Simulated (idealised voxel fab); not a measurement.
Process module in this document: voxel ribs on slabs
We display cut, a cross-section 260 nm in width whose square cells are each 5 nm.
We lay out every cross-section as a grid of square cells and spell it out in bands from the top down, where one band means one or more rows of cells. Within each band entry, the heights of the top and of the bottom of the band appear first, in that order and in nm; the materials of the band then follow from left to right, each with its corresponding width in nm. The designation "full width" on a single material indicates that it fills the band from edge to edge; the designation "blank" indicates empty space. Where do heights start? At 0: under that level the wafer as delivered is made of one material only. And the lowest band has no floor; it just carries on downward, as in "z 0 and below". The notation "30..40" denotes a width that varies across the rows of cells in the band, beginning at the first number in the top row, finishing at the second number in the bottom row, and changing by an identical amount from each row to the next. The designation "remained the same", where it is given for a processing step, indicates that no cell of the cross-section was altered in the course of that step. "Trapped void list" contains a list of empty spaces, each no smaller than 8 cells and without an open way to the top, written in the form width x height at distance with the distance from the left edge and all three in nm. Formally, on a step line, whatever follows the settings is a remark that the simulator itself makes on the step. What "overlay nm" on a step's line means: if the step has a mask, that mask lay this far to the right of its planned place, or, when the value is negative, to the left.

Listed below are the process steps as planned
| 1 | RECEIVE | material Si |
| 2 | DIRECTIONAL_DEP | material SiO2 | thk nm 20 |
| 3 | DIRECTIONAL_DEP | material polySi | thk nm 25 |
| 4 | MASKED_ETCH | tone cover | mask id RIB | width nm 15 | etch materials polySi | depth nm 20 | overlay nm 0 |
| 5 | PATTERN | tone cover | mask id SLAB | material resist | width nm 75 | thk nm 20 | overlay nm 0 |
| 6 | DIRECTIONAL_ETCH | etch materials polySi | depth nm 5 |
| 7 | STRIP | etch materials resist |
| 8 | FILL_DEP | material SiO2 | thk nm 25 |
| 9 | CMP | height nm 65 |
| 10 | DIRECTIONAL_DEP | material W | thk nm 5 |
| 11 | MASKED_ETCH | tone cover | mask id HEATER | width nm 25 | etch materials W | depth nm 5 | overlay nm 0 |
| 12 | CONFORMAL_DEP | material SiN | thk nm 5 |

Cross-sectional view of the wafer in its as-received condition, corresponding to the state after step 1
* z 0 and below | Si full width
* Trapped void list: none

Here's the wafer cut in cross-section after the module, started and planned just like above, except one thing was done wrong in the run
* z 75 to 70 | blank 110 nm; SiN 35 nm; blank 115 nm
* z 70 to 65 | SiN 115 nm; W 25 nm; SiN 120 nm
* z 65 to 55 | SiO2 full width
* z 55 to 35 | SiO2 120 nm; polySi 15 nm; SiO2 125 nm
* z 35 to 30 | SiO2 90 nm; polySi 75 nm; SiO2 95 nm
* z 30 to 20 | polySi full width
* z 20 to 0 | SiO2 full width
* z 0 and below | Si full width
* Trapped void list: none
Nonconformance to the process plan: step 3: run off-plan, actual operation and settings DIRECTIONAL_DEP | material polySi | thk nm 35
